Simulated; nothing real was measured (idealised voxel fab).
process module | voxel self aligned vias
cross-section cut | 245 nm wide | cells 5 nm
A cross-section is a grid of square cells, given in bands from the top down. A band is one or more rows of cells.
Each band's line starts with the height of the band's top and of its bottom, in nm. Then come its materials from left to right, each with its width in nm. One material with "throughout" fills the band from edge to edge. "air" is empty space.
Height 0 is the level under which the wafer as received is all one material. The lowest band goes on downwards, as in "0 down".
A width such as "30 to 40" changes by the same amount from each row of cells to the next, from the band's top row to its bottom row.
"no change" after a step means that no cell of the cross-section changed.
closed voids: empty space of 8 cells or more with no open way to the top, each as width x height at its distance from the left edge, in nm
after a step's settings: what the simulator itself notes on the step
overlay nm, on a step with a mask: how far to the right of its planned place the mask lay; to the left if negative
plan
1 op RECEIVE | material Si
2 op CONFORMAL_DEP | material SiO2 | thk nm 10
3 op CONFORMAL_DEP | material SiCN | thk nm 5
4 op DIRECTIONAL_DEP | material SiO2 | thk nm 20
5 op DIRECTIONAL_DEP | material aC | thk nm 10
6 op PATTERN | tone open | mask id LINES | material resist | width nm 30 | pitch nm 60 | thk nm 30 | overlay nm 0
7 op DIRECTIONAL_ETCH | etch materials aC | depth nm 10
8 op STRIP | etch materials resist
9 op DIRECTIONAL_ETCH | etch materials SiO2 | depth nm 20
10 op STRIP | etch materials aC
11 op CONFORMAL_DEP | material TiN | thk nm 5
12 op FILL_DEP | material W | thk nm 10
13 op CMP | height nm 35
14 op SELECTIVE_ETCH | etch materials W Ru TiN | depth nm 10
15 op FILL_DEP | material SiN | thk nm 10
16 op CMP | height nm 35
17 op DIRECTIONAL_DEP | material SiO2 | thk nm 15
18 op MASKED_ETCH | tone open | mask id VIAS | width nm 40 | etch materials SiO2 | depth nm 15 | overlay nm 0
19 op MASKED_ETCH | tone open | mask id VIAS | width nm 40 | etch materials SiN | depth nm 10 | overlay nm 0
20 op CONFORMAL_DEP | material TiN | thk nm 5
21 op FILL_DEP | material W | thk nm 5
22 op CMP | height nm 50
23 op CONFORMAL_DEP | material SiN | thk nm 5
as received, after step 1
  0 down: Si throughout
  closed voids: none
a wafer at the end: this start, this plan, one mistake
  55 to 50: SiN throughout
  50 to 35: SiO2 70 | TiN 5 | W 30 | TiN 5 | SiO2 135
  35 to 30: SiN 70 | TiN 5 | W 30 | TiN 5 | SiN 135
  30 to 25: SiN 70 | TiN 40 | SiN 135
  25 to 10: SiO2 75 | TiN 5 | W 20 | TiN 5 | SiO2 30 | TiN 5 | W 20 | TiN 5 | SiO2 80
  10 to 5: SiO2 75 | TiN 30 | SiO2 30 | TiN 30 | SiO2 80
  5 to 0: SiCN throughout
  0 down: Si throughout
  closed voids: none
what went wrong: step 2 was left out
